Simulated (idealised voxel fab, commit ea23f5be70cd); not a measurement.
The process module presented herein is designated voxel double patterning.
cross-section cut | 210 nm wide | cells 5 nm
For the purposes of this document, a cross-section shall be understood as a grid of square cells, specified as bands listed in top-to-bottom order, each band consisting of one or more rows of cells.
Quick guide to a band line: top height, bottom height (nm) up front; then every material left to right with its width in nm. Only one material and it's marked "throughout"? Then it fills the band edge to edge. And "blank" just means empty space.
Heights from 0 (as-received wafer is one material below). Bottom band endless downward, as "0 and below".
A width given as "30->40" starts at the first number in the band's top row and ends at the second number in its bottom row, shifting by an equal amount at every step from row to row.
The cross-section has no changed cell in any step marked "stayed the same".
Closed void list: empty space of 8 cells or more with no open way to the top, each as width x height at its distance from the left edge, in nm
Step line, after settings: the simulator's comment on this step.
For masked steps, "overlay nm" on the step line gives how far right of plan the mask actually lay; a minus sign means it lay to the left.
### Here's what the planned process steps look like
1. RECEIVE, material Si
2. CONFORMAL_DEP, material SiO2, thk nm 5
3. DIRECTIONAL_DEP, material W, thk nm 20
4. DIRECTIONAL_DEP, material SiN, thk nm 10
5. DIRECTIONAL_DEP, material aC, thk nm 10
6. PATTERN, tone open, mask id FIRST, material resist, width nm 15, pitch nm 50, thk nm 30, overlay nm 0
7. DIRECTIONAL_ETCH, etch materials aC, depth nm 10
8. STRIP, etch materials resist
9. DIRECTIONAL_ETCH, etch materials SiN, depth nm 10
10. STRIP, etch materials aC
11. DIRECTIONAL_DEP, material aC, thk nm 15
12. PATTERN, tone open, mask id SECOND, material resist, width nm 15, thk nm 35, overlay nm 0
13. DIRECTIONAL_ETCH, etch materials aC, depth nm 15
14. STRIP, etch materials resist
15. DIRECTIONAL_ETCH, etch materials SiN, depth nm 10
16. STRIP, etch materials aC
17. DIRECTIONAL_ETCH, etch materials W, depth nm 20
18. STRIP, etch materials SiN
Variable across wafers: step 12 width nm (plan value is that of the first wafer; starting state common to all).
### As-received state after step 1, first of several wafers, cross-section
- 0 and below  Si throughout
- Closed void list: none
### First wafer of several, cross-section, module end, after step 18 (last)
- 25 down to 5  70 of W; 15 of blank; 10 of W; 15 of blank; 10 of W; 15 of blank; 75 of W
- 5 down to 0  SiO2 throughout
- 0 and below  Si throughout
- Closed void list: none
### Cross-section, module end, final of several wafers
- 25 down to 5  70 of W; 15 of blank; 5 of W; 45 of blank; 75 of W
- 5 down to 0  SiO2 throughout
- 0 and below  Si throughout
- Closed void list: none
### Per wafer, end of module: cells gained (+) or lost (-) per material since receipt, then closed voids
width nm 15, +42 SiO2, +132 W, Closed void list: none
width nm 20, +42 SiO2, +128 W, Closed void list: none
width nm 25, +42 SiO2, +124 W, Closed void list: none
width nm 30, +42 SiO2, +120 W, Closed void list: none
